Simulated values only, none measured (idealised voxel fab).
The name of this process module is voxel transistor to metal.
In the cross-section labelled cut, the width is 185 nm and each square cell is 5 nm.
For the purposes of this document, a cross-section shall be understood as a grid of square cells, specified as bands listed in top-to-bottom order, each band consisting of one or more rows of cells.
Each band's line starts with the height of the band's top and of its bottom, in nm. Then come its materials from left to right, each with its width in nm. One material with "throughout" fills the band from edge to edge. "air" is empty space.
Counting heights begins at 0, where everything beneath is, in the wafer as received, one material. The lowest band has no bottom; it goes on downwards, as "z 0 and below" shows.
So if you see something like "30->40" for the width, read it as the top row of the band sitting at the first number and the bottom row at the second, with every row in between moving by the same amount as the last.
"stayed the same" after a step means that no cell of the cross-section changed.
For the entry "Sealed voids", the listed items are empty spaces with no open way to the top whose size is 8 cells or more; each item follows the pattern width x height at distance, where distance is from the left edge and all three are in nm.
Where a step's line continues beyond its settings, the continuation is a remark by the simulator itself on that step.
What "overlay nm" on a step's line means: if the step has a mask, that mask lay this far to the right of its planned place, or, when the value is negative, to the left.
[The process steps that were planned are listed below]
| 1 | RECEIVE | material Si |
| 2 | OXIDIZE | depth nm 5 |
| 3 | CONFORMAL_DEP | material SiN | thk nm 10 |
| 4 | MASKED_ETCH | tone cover | mask id ACTIVE | width nm 105 | etch materials SiN | depth nm 10 | overlay nm 0 |
| 5 | MASKED_ETCH | tone cover | mask id ACTIVE | width nm 105 | etch materials SiO2 | depth nm 5 | overlay nm 0 |
| 6 | MASKED_ETCH | tone cover | mask id ACTIVE | width nm 105 | etch materials Si | depth nm 35 | overlay nm 0 |
| 7 | FILL_DEP | material SiO2 | thk nm 10 |
| 8 | CMP | height nm 10 |
| 9 | SELECTIVE_ETCH | etch materials SiO2 | depth nm 10 |
| 10 | STRIP | etch materials SiN |
| 11 | SELECTIVE_ETCH | etch materials SiO2 | depth nm 5 |
| 12 | OXIDIZE | depth nm 5 |
| 13 | DIRECTIONAL_DEP | material polySi | thk nm 25 |
| 14 | DIRECTIONAL_DEP | material SiCN | thk nm 10 |
| 15 | MASKED_ETCH | tone cover | mask id GATE | width nm 15 | etch materials SiCN | depth nm 20 | overlay nm 0 |
| 16 | MASKED_ETCH | tone cover | mask id GATE | width nm 15 | etch materials polySi | depth nm 35 | overlay nm 0 |
| 17 | CONFORMAL_DEP | material SiO2 | thk nm 5 |
| 18 | DIRECTIONAL_ETCH | etch materials SiO2 | depth nm 5 |
| 19 | CONFORMAL_DEP | material SiN | thk nm 10 |
| 20 | DIRECTIONAL_ETCH | etch materials SiN | depth nm 10 |
| 21 | DIRECTIONAL_ETCH | etch materials SiO2 | depth nm 5 |
| 22 | EPI | material SiGe | thk nm 5 |
| 23 | FILL_DEP | material SiO2 | thk nm 10 |
| 24 | CMP | height nm 30 |
| 25 | DIRECTIONAL_DEP | material SiO2 | thk nm 10 |
| 26 | DIRECTIONAL_DEP | material aC | thk nm 10 |
| 27 | PATTERN | tone open | mask id CONTACT | material resist | width nm 35 | pitch nm 60 | thk nm 25 | overlay nm 0 |
| 28 | DIRECTIONAL_ETCH | etch materials aC | depth nm 10 |
| 29 | STRIP | etch materials resist |
| 30 | DIRECTIONAL_ETCH | etch materials SiO2 | depth nm 45 |
| 31 | STRIP | etch materials aC |
| 32 | CONFORMAL_DEP | material TiN | thk nm 5 |
| 33 | FILL_DEP | material Ru | thk nm 10 |
| 34 | CMP | height nm 40 |
| 35 | CONFORMAL_DEP | material SiN | thk nm 5 |
| 36 | DIRECTIONAL_DEP | material SiO2 | thk nm 15 |
| 37 | MASKED_ETCH | tone open | mask id METAL_1 | width nm 20 | pitch nm 75 | etch materials SiO2 | depth nm 15 | overlay nm 0 |
| 38 | MASKED_ETCH | tone open | mask id METAL_1 | width nm 20 | pitch nm 75 | etch materials SiN | depth nm 5 | overlay nm 0 |
| 39 | CONFORMAL_DEP | material TiN | thk nm 5 |
| 40 | FILL_DEP | material Ru | thk nm 10 |
| 41 | CMP | height nm 60 |
| 42 | CONFORMAL_DEP | material SiCN | thk nm 5 |
| 43 | DIRECTIONAL_DEP | material SiO2 | thk nm 30 |
| 44 | MASKED_ETCH | tone open | mask id METAL_2 | width nm 20 | pitch nm 75 | etch materials SiO2 | depth nm 15 | overlay nm 0 |
| 45 | PATTERN | tone open | mask id METAL_2_HOLES | material resist | width nm 15 | pitch nm 75 | thk nm 20 | overlay nm 0 |
| 46 | DIRECTIONAL_ETCH | etch materials SiO2 | depth nm 15 |
| 47 | DIRECTIONAL_ETCH | etch materials SiCN | depth nm 5 |
| 48 | STRIP | etch materials resist |
| 49 | CONFORMAL_DEP | material TiN | thk nm 5 |
| 50 | FILL_DEP | material Ru | thk nm 5 |
| 51 | CMP | height nm 95 |
| 52 | CONFORMAL_DEP | material SiN | thk nm 5 |
[as received, after step 1]
* z 0 and below = Si throughout
* Sealed voids: none
[a wafer at the end: this start, this plan, one mistake]
* z 100 to 95 = SiN throughout
* z 95 to 85 = 45 nm SiO2  5 nm TiN  10 nm Ru  5 nm TiN  55 nm SiO2  5 nm TiN  10 nm Ru  5 nm TiN  45 nm SiO2
* z 85 to 80 = 45 nm SiO2  5 nm TiN  5 nm Ru  10 nm TiN  55 nm SiO2  5 nm TiN  5 nm Ru  10 nm TiN  45 nm SiO2
* z 80 to 65 = 45 nm SiO2  5 nm TiN  5 nm Ru  5 nm TiN  60 nm SiO2  5 nm TiN  5 nm Ru  5 nm TiN  50 nm SiO2
* z 65 to 60 = 45 nm SiCN  15 nm TiN  60 nm SiCN  15 nm TiN  50 nm SiCN
* z 60 to 45 = 45 nm SiO2  5 nm TiN  10 nm Ru  5 nm TiN  55 nm SiO2  5 nm TiN  10 nm Ru  5 nm TiN  45 nm SiO2
* z 45 to 40 = 45 nm SiN  20 nm TiN  55 nm SiN  20 nm TiN  45 nm SiN
* z 40 to 30 = Ru throughout
* z 30 to 20 = 70 nm SiO2  10 nm SiN  5 nm SiO2  15 nm SiCN  5 nm SiO2  10 nm SiN  70 nm SiO2
* z 20 to -5 = 70 nm SiO2  10 nm SiN  5 nm SiO2  15 nm polySi  5 nm SiO2  10 nm SiN  70 nm SiO2
* z -5 to -10 = 35 nm SiO2  35 nm SiGe  45 nm SiO2  35 nm SiGe  35 nm SiO2
* z -10 to -40 = 40 nm SiO2  105 nm Si  40 nm SiO2
* z -40 and below = Si throughout
* Sealed voids: none
The plan and the run diverged here: for step 25, the planned setting was not used; the step was instead run as DIRECTIONAL_DEP | material Ru | thk nm 10
